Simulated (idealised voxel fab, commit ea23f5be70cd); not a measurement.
This is a process module. Its name is voxel self aligned vias.
Cross-section cut spans 215 nm and uses square cells 5 nm in size.
A cross-section is a grid of square cells, given in bands from the top down. A band is one or more rows of cells.
Band: top height; bottom height; in nm. Then, left to right: material with width in nm, for each material. "everywhere": a single material spanning edge to edge. "air": empty space.
Height datum 0, below which the as-received substrate wafer is one material. Lowest band open at the bottom, running downward: "0 -> down".
The two numbers in a width such as "30..40" mark its ends across the band: the first belongs to the top row of cells, the second to the bottom row, and from each row to the next the width moves by the same amount.
Where a step carries "nothing changed", the cross-section came out of it unchanged, cell for cell.
Heads up: "Closed void listing" only lists the empty pockets with no open path to the top that are 8 cells or more, and it writes them as width x height at distance, distance from the left edge, in nm.
It should be noted that, on the line of a given step, the content following the step's settings is a remark produced by the simulator itself with respect to that step.
overlay nm, on a step with a mask: how far to the right of its planned place the mask lay; to the left if negative
LISTED BELOW ARE THE PROCESS STEPS AS PLANNED
1) RECEIVE,material Si
2) CONFORMAL_DEP,material SiO2,thk nm 10
3) CONFORMAL_DEP,material SiCN,thk nm 5
4) DIRECTIONAL_DEP,material lowk,thk nm 20
5) MASKED_ETCH,tone open,mask id LINES,width nm 30,pitch nm 60,etch materials lowk,depth nm 20,overlay nm 0
6) CONFORMAL_DEP,material TiN,thk nm 5
7) FILL_DEP,material W,thk nm 5
8) CMP,height nm 35
9) SELECTIVE_ETCH,etch materials W Ru TiN,depth nm 10
10) FILL_DEP,material SiN,thk nm 10
11) CMP,height nm 35
12) DIRECTIONAL_DEP,material lowk,thk nm 20
13) PATTERN,tone open,mask id VIAS,material resist,width nm 40,pitch nm 60,thk nm 15,overlay nm 0
14) DIRECTIONAL_ETCH,etch materials lowk,depth nm 20
15) DIRECTIONAL_ETCH,etch materials SiN,depth nm 10
16) STRIP,etch materials resist
17) CONFORMAL_DEP,material TiN,thk nm 5
18) FILL_DEP,material Cu,thk nm 10
19) CMP,height nm 55
20) CONFORMAL_DEP,material SiCN,thk nm 5
RECEIVED-STATE CROSS-SECTION, REFLECTING COMPLETION OF STEP 1
	0 -> down: Si everywhere
	Closed void listing: none
SAME STARTING WAFER, SAME PLAN AS ABOVE, ONE MISTAKE IN THE EXECUTION; THIS IS THE CROSS-SECTION AT THE END OF THE MODULE
	60 -> 55: SiCN everywhere
	55 -> 30: lowk 25 nm | TiN 5 nm | Cu 30 nm | TiN 5 nm | lowk 20 nm | TiN 5 nm | Cu 30 nm | TiN 5 nm | lowk 20 nm | TiN 5 nm | Cu 30 nm | TiN 5 nm | lowk 30 nm
	30 -> 25: lowk 25 nm | TiN 40 nm | lowk 20 nm | TiN 40 nm | lowk 20 nm | TiN 40 nm | lowk 30 nm
	25 -> 20: lowk 25 nm | TiN 10 nm | W 20 nm | TiN 10 nm | lowk 20 nm | TiN 10 nm | W 20 nm | TiN 10 nm | lowk 20 nm | TiN 10 nm | W 20 nm | TiN 10 nm | lowk 30 nm
	20 -> 15: lowk 25 nm | TiN 40 nm | lowk 20 nm | TiN 40 nm | lowk 20 nm | TiN 40 nm | lowk 30 nm
	15 -> 10: SiCN everywhere
	10 -> 0: SiO2 everywhere
	0 -> down: Si everywhere
	Closed void listing: none
Where did the run depart from the plan? twice over, step 14 of the plan was run
